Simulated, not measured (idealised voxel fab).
The process module that follows is named voxel self aligned contacts.
Cross-section cut: width 300 nm, square cells of 5 nm.
If you're reading a cross-section in this doc, picture square cells in a grid; it comes to you as bands, top ones listed first down to the bottom, and a band can be one or more rows of cells. In this notation a band is specified by the heights of its top and bottom, in that order and in nm, after which its materials appear from left to right, each paired with its width in nm. The word "everywhere" attached to a single material means that material fills the band from edge to edge; the word "empty" stands for empty space. Counting heights begins at 0, where everything beneath is, in the wafer as received, one material. The lowest band has no bottom; it goes on downwards, as "0 down" shows. When a width is written as two numbers, as in "30 to 40", the first number is the width in the top row of cells of the band and the second is the width in its bottom row, and the width changes by the same amount from each row to the next. The cross-section has no changed cell in any step marked "stayed the same". Any empty space of 8 cells or more lacking an open way to the top shows up in "Unvented internal voids" as width x height at distance, distance from the left edge, in nm. The remark found on a step's line after its settings is issued by the simulator itself and pertains to that step. "overlay nm" denotes, for a step that has a mask, the displacement of the mask to the right of its planned place, with negative values corresponding to the left. So the way this works: pairs, before and after one process step. The after picture only goes down to the lowest band that actually changed, nothing below. Step and its settings are under each pair. And watch out, pairs might come from different runs of this module, same starting wafer though, so a pair only follows on from the one above if its "Pre-step snapshot" entry tells you so.

### Pre-step snapshot
> 60 to 50: aC everywhere
> 50 to 40: SiO2 (95) / SiN (45) / SiO2 (20) / SiN (45) / SiO2 (95)
> 40 to 10: SiO2 (95) / SiN (5) / polySi (35) / SiN (5) / SiO2 (20) / SiN (5) / polySi (35) / SiN (5) / SiO2 (95)
> 10 to 0: polySi everywhere
> 0 to -5: SiO2 everywhere
> -5 down: Si everywhere
> Unvented internal voids: none

### Step Result
> 85 to 60: resist (130) / empty (40) / resist (130)
> Below a height of 60, the structure has not been altered.
> Unvented internal voids: none
Process step (between the before and after cross-sections above): PATTERN,tone open,mask id CONTACT,material resist,width nm 40,thk nm 25,overlay nm 0

Pre-step snapshot: the wafer arrives at this step looking as the after cross-section in the pair just above shows it.

### Step Result
> 75 to 60: resist (130) / empty (40) / resist (130)
> 60 to 50: aC (130) / empty (40) / aC (130)
> Below a height of 50, the structure has not been altered.
> Unvented internal voids: none
Process step (between the before and after cross-sections above): DIRECTIONAL_ETCH,etch materials aC,depth nm 10

Pre-step snapshot: the wafer arrives at this step looking as the after cross-section in the pair just above shows it.

### Step Result
> 60 to 50: aC (130) / empty (40) / aC (130)
> Below a height of 50, the structure has not been altered.
> Unvented internal voids: none
Process step (between the before and after cross-sections above): STRIP,etch materials resist

Pre-step snapshot: the wafer arrives at this step looking as the after cross-section in the pair just above shows it.

### Step Result
> 60 to 50: aC (130) / empty (40) / aC (130)
> 50 to 40: SiO2 (95) / SiN (45) / empty (20) / SiN (45) / SiO2 (95)
> 40 to 10: SiO2 (95) / SiN (5) / polySi (35) / SiN (5) / empty (20) / SiN (5) / polySi (35) / SiN (5) / SiO2 (95)
> Below a height of 10, the structure has not been altered.
> Unvented internal voids: none
Process step (between the before and after cross-sections above): DIRECTIONAL_ETCH,etch materials SiO2,depth nm 55

Pre-step snapshot: the wafer arrives at this step looking as the after cross-section in the pair just above shows it.

### Step Result
> 50 to 40: SiO2 (95) / SiN (45) / empty (20) / SiN (45) / SiO2 (95)
> Below a height of 40, the structure has not been altered.
> Unvented internal voids: none
Process step (between the before and after cross-sections above): STRIP,etch materials aC

Pre-step snapshot: the wafer arrives at this step looking as the after cross-section in the pair just above shows it.

### Step Result
> 55 to 50: TiN (145) / empty (10) / TiN (145)
> 50 to 40: SiO2 (95) / SiN (45) / TiN (5) / empty (10) / TiN (5) / SiN (45) / SiO2 (95)
> 40 to 15: SiO2 (95) / SiN (5) / polySi (35) / SiN (5) / TiN (5) / empty (10) / TiN (5) / SiN (5) / polySi (35) / SiN (5) / SiO2 (95)
> 15 to 10: SiO2 (95) / SiN (5) / polySi (35) / SiN (5) / TiN (20) / SiN (5) / polySi (35) / SiN (5) / SiO2 (95)
> Below a height of 10, the structure has not been altered.
> Unvented internal voids: none
Process step (between the before and after cross-sections above): CONFORMAL_DEP,material TiN,thk nm 5

Pre-step snapshot: the wafer arrives at this step looking as the after cross-section in the pair just above shows it.

### Step Result
> 65 to 55: W everywhere
> 55 to 50: TiN (145) / W (10) / TiN (145)
> 50 to 40: SiO2 (95) / SiN (45) / TiN (5) / W (10) / TiN (5) / SiN (45) / SiO2 (95)
> 40 to 15: SiO2 (95) / SiN (5) / polySi (35) / SiN (5) / TiN (5) / W (10) / TiN (5) / SiN (5) / polySi (35) / SiN (5) / SiO2 (95)
> Below a height of 15, the structure has not been altered.
> Unvented internal voids: none
Process step (between the before and after cross-sections above): FILL_DEP,material W,thk nm 10

Pre-step snapshot: the wafer arrives at this step looking as the after cross-section in the pair just above shows it.

### Step Result
> 50 to 40: SiO2 (95) / SiN (45) / TiN (5) / W (10) / TiN (5) / SiN (45) / SiO2 (95)
> Below a height of 40, the structure has not been altered.
> Unvented internal voids: none
Process step (between the before and after cross-sections above): CMP,height nm 50

Pre-step snapshot: the wafer arrives at this step looking as the after cross-section in the pair just above shows it.

### Step Result
> 55 to 50: SiN everywhere
> Below a height of 50, the structure has not been altered.
> Unvented internal voids: none
Process step (between the before and after cross-sections above): CONFORMAL_DEP,material SiN,thk nm 5

### Pre-step snapshot
> 60 to 50: aC everywhere
> 50 to 45: SiO2 everywhere
> 45 to 30: SiO2 (95) / SiN (45) / SiO2 (20) / SiN (45) / SiO2 (95)
> 30 to 0: SiO2 (95) / SiN (5) / polySi (35) / SiN (5) / SiO2 (20) / SiN (5) / polySi (35) / SiN (5) / SiO2 (95)
> 0 to -5: SiO2 everywhere
> -5 down: Si everywhere
> Unvented internal voids: none

### Step Result
> 85 to 60: resist (135) / empty (30) / resist (135)
> Below a height of 60, the structure has not been altered.
> Unvented internal voids: none
Process step (between the before and after cross-sections above): PATTERN,tone open,mask id CONTACT,material resist,width nm 30,thk nm 25,overlay nm 0

Pre-step snapshot: the wafer arrives at this step looking as the after cross-section in the pair just above shows it.

### Step Result
> 75 to 60: resist (135) / empty (30) / resist (135)
> 60 to 50: aC (135) / empty (30) / aC (135)
> Below a height of 50, the structure has not been altered.
> Unvented internal voids: none
Process step (between the before and after cross-sections above): DIRECTIONAL_ETCH,etch materials aC,depth nm 10

Pre-step snapshot: the wafer arrives at this step looking as the after cross-section in the pair just above shows it.

### Step Result
> 60 to 50: aC (135) / empty (30) / aC (135)
> Below a height of 50, the structure has not been altered.
> Unvented internal voids: none
Process step (between the before and after cross-sections above): STRIP,etch materials resist

Pre-step snapshot: the wafer arrives at this step looking as the after cross-section in the pair just above shows it.

### Step Result
> 60 to 50: aC (135) / empty (30) / aC (135)
> 50 to 45: SiO2 (135) / empty (30) / SiO2 (135)
> 45 to 30: SiO2 (95) / SiN (45) / empty (20) / SiN (45) / SiO2 (95)
> 30 to 0: SiO2 (95) / SiN (5) / polySi (35) / SiN (5) / empty (20) / SiN (5) / polySi (35) / SiN (5) / SiO2 (95)
> 0 to -5: SiO2 (140) / empty (20) / SiO2 (140)
> Below a height of -5, the structure has not been altered.
> Unvented internal voids: none
Process step (between the before and after cross-sections above): DIRECTIONAL_ETCH,etch materials SiO2,depth nm 55

Pre-step snapshot: the wafer arrives at this step looking as the after cross-section in the pair just above shows it.

### Step Result
> 50 to 45: SiO2 (135) / empty (30) / SiO2 (135)
> Below a height of 45, the structure has not been altered.
> Unvented internal voids: none
Process step (between the before and after cross-sections above): STRIP,etch materials aC

Pre-step snapshot: the wafer arrives at this step looking as the after cross-section in the pair just above shows it.

### Step Result
> 55 to 50: TiN (140) / empty (20) / TiN (140)
> 50 to 45: SiO2 (135) / TiN (10) / empty (10) / TiN (10) / SiO2 (135)
> 45 to 30: SiO2 (95) / SiN (45) / TiN (5) / empty (10) / TiN (5) / SiN (45) / SiO2 (95)
> 30 to 0: SiO2 (95) / SiN (5) / polySi (35) / SiN (5) / TiN (5) / empty (10) / TiN (5) / SiN (5) / polySi (35) / SiN (5) / SiO2 (95)
> 0 to -5: SiO2 (140) / TiN (20) / SiO2 (140)
> Below a height of -5, the structure has not been altered.
> Unvented internal voids: none
Process step (between the before and after cross-sections above): CONFORMAL_DEP,material TiN,thk nm 5

Pre-step snapshot: the wafer arrives at this step looking as the after cross-section in the pair just above shows it.

### Step Result
> 65 to 55: W everywhere
> 55 to 50: TiN (140) / W (20) / TiN (140)
> 50 to 45: SiO2 (135) / TiN (10) / W (10) / TiN (10) / SiO2 (135)
> 45 to 30: SiO2 (95) / SiN (45) / TiN (5) / W (10) / TiN (5) / SiN (45) / SiO2 (95)
> 30 to 0: SiO2 (95) / SiN (5) / polySi (35) / SiN (5) / TiN (5) / W (10) / TiN (5) / SiN (5) / polySi (35) / SiN (5) / SiO2 (95)
> Below a height of 0, the structure has not been altered.
> Unvented internal voids: none
Process step (between the before and after cross-sections above): FILL_DEP,material W,thk nm 10

Pre-step snapshot: the wafer arrives at this step looking as the after cross-section in the pair just above shows it.

### Step Result
> 50 to 45: SiO2 (135) / TiN (10) / W (10) / TiN (10) / SiO2 (135)
> Below a height of 45, the structure has not been altered.
> Unvented internal voids: none
Process step (between the before and after cross-sections above): CMP,height nm 50

Pre-step snapshot: the wafer arrives at this step looking as the after cross-section in the pair just above shows it.

### Step Result
> 55 to 50: SiN everywhere
> Below a height of 50, the structure has not been altered.
> Unvented internal voids: none
Process step (between the before and after cross-sections above): CONFORMAL_DEP,material SiN,thk nm 5

### Pre-step snapshot
> 45 to 30: SiN everywhere
> 30 to 0: polySi everywhere
> 0 to -5: SiO2 everywhere
> -5 down: Si everywhere
> Unvented internal voids: none

### Step Result
> 45 to 30: empty (90) / SiN (35) / empty (30) / SiN (35) / empty (110)
> Below a height of 30, the structure has not been altered.
> Unvented internal voids: none
Process step (between the before and after cross-sections above): MASKED_ETCH,tone cover,mask id GATE,width nm 35,pitch nm 65,etch materials SiN,depth nm 15,overlay nm -10

Pre-step snapshot: the wafer arrives at this step looking as the after cross-section in the pair just above shows it.

### Step Result
> 45 to 30: empty (90) / SiN (35) / empty (30) / SiN (35) / empty (110)
> 30 to 0: empty (90) / polySi (45) / empty (20) / polySi (45) / empty (100)
> Below a height of 0, the structure has not been altered.
> Unvented internal voids: none
Process step (between the before and after cross-sections above): MASKED_ETCH,tone cover,mask id GATE,width nm 35,pitch nm 65,etch materials polySi,depth nm 30,overlay nm 0

Pre-step snapshot: the wafer arrives at this step looking as the after cross-section in the pair just above shows it.

### Step Result
> 50 to 35: empty (85) / SiN (45) / empty (20) / SiN (45) / empty (105)
> 35 to 30: empty (85) / SiN (55) / empty (10) / SiN (55) / empty (95)
> 30 to 5: empty (85) / SiN (5) / polySi (45) / SiN (5) / empty (10) / SiN (5) / polySi (45) / SiN (5) / empty (95)
> 5 to 0: SiN (90) / polySi (45) / SiN (20) / polySi (45) / SiN (100)
> Below a height of 0, the structure has not been altered.
> Unvented internal voids: none
Process step (between the before and after cross-sections above): CONFORMAL_DEP,material SiN,thk nm 5

Pre-step snapshot: the wafer arrives at this step looking as the after cross-section in the pair just above shows it.

### Step Result
> 45 to 30: empty (85) / SiN (45) / empty (20) / SiN (45) / empty (105)
> 30 to 0: empty (85) / SiN (5) / polySi (45) / SiN (5) / empty (10) / SiN (5) / polySi (45) / SiN (5) / empty (95)
> Below a height of 0, the structure has not been altered.
> Unvented internal voids: none
Process step (between the before and after cross-sections above): DIRECTIONAL_ETCH,etch materials SiN,depth nm 5

Pre-step snapshot: the wafer arrives at this step looking as the after cross-section in the pair just above shows it.

### Step Result
> 55 to 45: SiO2 everywhere
> 45 to 30: SiO2 (85) / SiN (45) / SiO2 (20) / SiN (45) / SiO2 (105)
> 30 to 0: SiO2 (85) / SiN (5) / polySi (45) / SiN (5) / SiO2 (10) / SiN (5) / polySi (45) / SiN (5) / SiO2 (95)
> Below a height of 0, the structure has not been altered.
> Unvented internal voids: none
Process step (between the before and after cross-sections above): FILL_DEP,material SiO2,thk nm 10

Pre-step snapshot: the wafer arrives at this step looking as the after cross-section in the pair just above shows it.

### Step Result
> 50 to 45: SiO2 everywhere
> Below a height of 45, the structure has not been altered.
> Unvented internal voids: none
Process step (between the before and after cross-sections above): CMP,height nm 50

Pre-step snapshot: the wafer arrives at this step looking as the after cross-section in the pair just above shows it.

### Step Result
> 60 to 50: aC everywhere
> Below a height of 50, the structure has not been altered.
> Unvented internal voids: none
Process step (between the before and after cross-sections above): DIRECTIONAL_DEP,material aC,thk nm 10

Pre-step snapshot: the wafer arrives at this step looking as the after cross-section in the pair just above shows it.

### Step Result
> 85 to 60: resist (130) / empty (40) / resist (130)
> Below a height of 60, the structure has not been altered.
> Unvented internal voids: none
Process step (between the before and after cross-sections above): PATTERN,tone open,mask id CONTACT,material resist,width nm 40,thk nm 25,overlay nm 0

Pre-step snapshot: the wafer arrives at this step looking as the after cross-section in the pair just above shows it.

### Step Result
> 75 to 60: resist (130) / empty (40) / resist (130)
> 60 to 50: aC (130) / empty (40) / aC (130)
> Below a height of 50, the structure has not been altered.
> Unvented internal voids: none
Process step (between the before and after cross-sections above): DIRECTIONAL_ETCH,etch materials aC,depth nm 10

Pre-step snapshot: the wafer arrives at this step looking as the after cross-section in the pair just above shows it.

### Step Result
> 60 to 50: aC (130) / empty (40) / aC (130)
> Below a height of 50, the structure has not been altered.
> Unvented internal voids: none
Process step (between the before and after cross-sections above): STRIP,etch materials resist

Pre-step snapshot: the wafer arrives at this step looking as the after cross-section in the pair just above shows it.

### Step Result
> 60 to 50: aC (130) / empty (40) / aC (130)
> 50 to 45: SiO2 (130) / empty (40) / SiO2 (130)
> 45 to 30: SiO2 (85) / SiN (45) / empty (20) / SiN (45) / SiO2 (105)
> 30 to 0: SiO2 (85) / SiN (5) / polySi (45) / SiN (5) / empty (10) / SiN (5) / polySi (45) / SiN (5) / SiO2 (95)
> 0 to -5: SiO2 (140) / empty (10) / SiO2 (150)
> Below a height of -5, the structure has not been altered.
> Unvented internal voids: none
Process step (between the before and after cross-sections above): DIRECTIONAL_ETCH,etch materials SiO2,depth nm 55

Pre-step snapshot: the wafer arrives at this step looking as the after cross-section in the pair just above shows it.

### Step Result
> 50 to 45: SiO2 (130) / empty (40) / SiO2 (130)
> Below a height of 45, the structure has not been altered.
> Unvented internal voids: none
Process step (between the before and after cross-sections above): STRIP,etch materials aC

Pre-step snapshot: the wafer arrives at this step looking as the after cross-section in the pair just above shows it.

### Step Result
> 55 to 50: TiN (135) / empty (30) / TiN (135)
> 50 to 45: SiO2 (130) / TiN (5) / empty (10) / TiN (25) / SiO2 (130)
> 45 to 35: SiO2 (85) / SiN (45) / TiN (5) / empty (10) / TiN (5) / SiN (45) / SiO2 (105)
> 35 to 30: SiO2 (85) / SiN (45) / TiN (20) / SiN (45) / SiO2 (105)
> 30 to 0: SiO2 (85) / SiN (5) / polySi (45) / SiN (5) / TiN (10) / SiN (5) / polySi (45) / SiN (5) / SiO2 (95)
> 0 to -5: SiO2 (140) / TiN (10) / SiO2 (150)
> Below a height of -5, the structure has not been altered.
> Unvented internal voids: none
Process step (between the before and after cross-sections above): CONFORMAL_DEP,material TiN,thk nm 5

Pre-step snapshot: the wafer arrives at this step looking as the after cross-section in the pair just above shows it.

### Step Result
> 65 to 55: W everywhere
> 55 to 50: TiN (135) / W (30) / TiN (135)
> 50 to 45: SiO2 (130) / TiN (5) / W (10) / TiN (25) / SiO2 (130)
> 45 to 35: SiO2 (85) / SiN (45) / TiN (5) / W (10) / TiN (5) / SiN (45) / SiO2 (105)
> Below a height of 35, the structure has not been altered.
> Unvented internal voids: none
Process step (between the before and after cross-sections above): FILL_DEP,material W,thk nm 10

Pre-step snapshot: the wafer arrives at this step looking as the after cross-section in the pair just above shows it.

### Step Result
> 50 to 45: SiO2 (130) / TiN (5) / W (10) / TiN (25) / SiO2 (130)
> Below a height of 45, the structure has not been altered.
> Unvented internal voids: none
Process step (between the before and after cross-sections above): CMP,height nm 50

Pre-step snapshot: the wafer arrives at this step looking as the after cross-section in the pair just above shows it.

### Step Result
> 55 to 50: SiN everywhere
> Below a height of 50, the structure has not been altered.
> Unvented internal voids: none
Process step (between the before and after cross-sections above): CONFORMAL_DEP,material SiN,thk nm 5

### Pre-step snapshot
> 50 to 45: SiO2 (130) / empty (40) / SiO2 (130)
> 45 to 30: SiO2 (95) / SiN (45) / empty (20) / SiN (45) / SiO2 (95)
> 30 to 0: SiO2 (95) / SiN (5) / polySi (35) / SiN (5) / empty (20) / SiN (5) / polySi (35) / SiN (5) / SiO2 (95)
> 0 to -5: SiO2 (140) / empty (20) / SiO2 (140)
> -5 down: Si everywhere
> Unvented internal voids: none

### Step Result
> 55 to 45: SiO2 (135 to 145) / empty (30 to 10) / SiO2 (135 to 145)
> 45 to 30: SiO2 (95) / SiN (45) / SiO2 (5) / empty (10) / SiO2 (5) / SiN (45) / SiO2 (95)
> 30 to 0: SiO2 (95) / SiN (5) / polySi (35) / SiN (5) / SiO2 (5) / empty (10) / SiO2 (5) / SiN (5) / polySi (35) / SiN (5) / SiO2 (95)
> 0 to -5: SiO2 everywhere
> Below a height of -5, the structure has not been altered.
> Unvented internal voids: none
Process step (between the before and after cross-sections above): CONFORMAL_DEP,material SiO2,thk nm 5

Pre-step snapshot: the wafer arrives at this step looking as the after cross-section in the pair just above shows it.

### Step Result
> 65 to 55: W everywhere
> 55 to 45: SiO2 (135 to 145) / W (30 to 10) / SiO2 (135 to 145)
> 45 to 30: SiO2 (95) / SiN (45) / SiO2 (5) / W (10) / SiO2 (5) / SiN (45) / SiO2 (95)
> 30 to 0: SiO2 (95) / SiN (5) / polySi (35) / SiN (5) / SiO2 (5) / W (10) / SiO2 (5) / SiN (5) / polySi (35) / SiN (5) / SiO2 (95)
> Below a height of 0, the structure has not been altered.
> Unvented internal voids: none
Process step (between the before and after cross-sections above): FILL_DEP,material W,thk nm 10

Pre-step snapshot: the wafer arrives at this step looking as the after cross-section in the pair just above shows it.

### Step Result
> 50 to 45: SiO2 (145) / W (10) / SiO2 (145)
> Below a height of 45, the structure has not been altered.
> Unvented internal voids: none
Process step (between the before and after cross-sections above): CMP,height nm 50

Pre-step snapshot: the wafer arrives at this step looking as the after cross-section in the pair just above shows it.

### Step Result
> 55 to 50: SiN everywhere
> Below a height of 50, the structure has not been altered.
> Unvented internal voids: none
Process step (between the before and after cross-sections above): CONFORMAL_DEP,material SiN,thk nm 5

### Pre-step snapshot
> 45 to 30: SiN everywhere
> 30 to 0: polySi everywhere
> 0 to -5: SiO2 everywhere
> -5 down: Si everywhere
> Unvented internal voids: none

### Step Result
> 45 to 30: SiN (100) / empty (35) / SiN (30) / empty (35) / SiN (100)
> Below a height of 30, the structure has not been altered.
> Unvented internal voids: none
Process step (between the before and after cross-sections above): MASKED_ETCH,tone open,mask id GATE,width nm 35,pitch nm 65,etch materials SiN,depth nm 15,overlay nm 0

Pre-step snapshot: the wafer arrives at this step looking as the after cross-section in the pair just above shows it.

### Step Result
> 50 to 35: SiN (105) / empty (25) / SiN (40) / empty (25) / SiN (105)
> 35 to 30: SiN everywhere
> Below a height of 30, the structure has not been altered.
> Unvented internal voids: none
Process step (between the before and after cross-sections above): CONFORMAL_DEP,material SiN,thk nm 5

Pre-step snapshot: the wafer arrives at this step looking as the after cross-section in the pair just above shows it.

### Step Result
> 45 to 30: SiN (105) / empty (25) / SiN (40) / empty (25) / SiN (105)
> Below a height of 30, the structure has not been altered.
> Unvented internal voids: none
Process step (between the before and after cross-sections above): DIRECTIONAL_ETCH,etch materials SiN,depth nm 5

Pre-step snapshot: the wafer arrives at this step looking as the after cross-section in the pair just above shows it.

### Step Result
> 55 to 45: SiO2 everywhere
> 45 to 30: SiN (105) / SiO2 (25) / SiN (40) / SiO2 (25) / SiN (105)
> Below a height of 30, the structure has not been altered.
> Unvented internal voids: none
Process step (between the before and after cross-sections above): FILL_DEP,material SiO2,thk nm 10

Pre-step snapshot: the wafer arrives at this step looking as the after cross-section in the pair just above shows it.

### Step Result
> 50 to 45: SiO2 everywhere
> Below a height of 45, the structure has not been altered.
> Unvented internal voids: none
Process step (between the before and after cross-sections above): CMP,height nm 50

Pre-step snapshot: the wafer arrives at this step looking as the after cross-section in the pair just above shows it.

### Step Result
> 60 to 50: aC everywhere
> Below a height of 50, the structure has not been altered.
> Unvented internal voids: none
Process step (between the before and after cross-sections above): DIRECTIONAL_DEP,material aC,thk nm 10

Pre-step snapshot: the wafer arrives at this step looking as the after cross-section in the pair just above shows it.

### Step Result
> 85 to 60: resist (130) / empty (40) / resist (130)
> Below a height of 60, the structure has not been altered.
> Unvented internal voids: none
Process step (between the before and after cross-sections above): PATTERN,tone open,mask id CONTACT,material resist,width nm 40,thk nm 25,overlay nm 0

Pre-step snapshot: the wafer arrives at this step looking as the after cross-section in the pair just above shows it.

### Step Result
> 75 to 60: resist (130) / empty (40) / resist (130)
> 60 to 50: aC (130) / empty (40) / aC (130)
> Below a height of 50, the structure has not been altered.
> Unvented internal voids: none
Process step (between the before and after cross-sections above): DIRECTIONAL_ETCH,etch materials aC,depth nm 10

Pre-step snapshot: the wafer arrives at this step looking as the after cross-section in the pair just above shows it.

### Step Result
> 60 to 50: aC (130) / empty (40) / aC (130)
> Below a height of 50, the structure has not been altered.
> Unvented internal voids: none
Process step (between the before and after cross-sections above): STRIP,etch materials resist

Pre-step snapshot: the wafer arrives at this step looking as the after cross-section in the pair just above shows it.

### Step Result
> 60 to 50: aC (130) / empty (40) / aC (130)
> 50 to 45: SiO2 (130) / empty (40) / SiO2 (130)
> Below a height of 45, the structure has not been altered.
> Unvented internal voids: none
Process step (between the before and after cross-sections above): DIRECTIONAL_ETCH,etch materials SiO2,depth nm 55

Pre-step snapshot: the wafer arrives at this step looking as the after cross-section in the pair just above shows it.

### Step Result
> 50 to 45: SiO2 (130) / empty (40) / SiO2 (130)
> Below a height of 45, the structure has not been altered.
> Unvented internal voids: none
Process step (between the before and after cross-sections above): STRIP,etch materials aC

Pre-step snapshot: the wafer arrives at this step looking as the after cross-section in the pair just above shows it.

### Step Result
> 55 to 50: TiN (135) / empty (30) / TiN (135)
> 50 to 45: SiO2 (130) / TiN (40) / SiO2 (130)
> Below a height of 45, the structure has not been altered.
> Unvented internal voids: none
Process step (between the before and after cross-sections above): CONFORMAL_DEP,material TiN,thk nm 5

Pre-step snapshot: the wafer arrives at this step looking as the after cross-section in the pair just above shows it.

### Step Result
> 65 to 55: W everywhere
> 55 to 50: TiN (135) / W (30) / TiN (135)
> Below a height of 50, the structure has not been altered.
> Unvented internal voids: none
Process step (between the before and after cross-sections above): FILL_DEP,material W,thk nm 10

Pre-step snapshot: the wafer arrives at this step looking as the after cross-section in the pair just above shows it.

### Step Result
> 50 to 45: SiO2 (130) / TiN (40) / SiO2 (130)
> Below a height of 45, the structure has not been altered.
> Unvented internal voids: none
Process step (between the before and after cross-sections above): CMP,height nm 50

Pre-step snapshot: the wafer arrives at this step looking as the after cross-section in the pair just above shows it.

### Step Result
> 55 to 50: SiN everywhere
> Below a height of 50, the structure has not been altered.
> Unvented internal voids: none
Process step (between the before and after cross-sections above): CONFORMAL_DEP,material SiN,thk nm 5
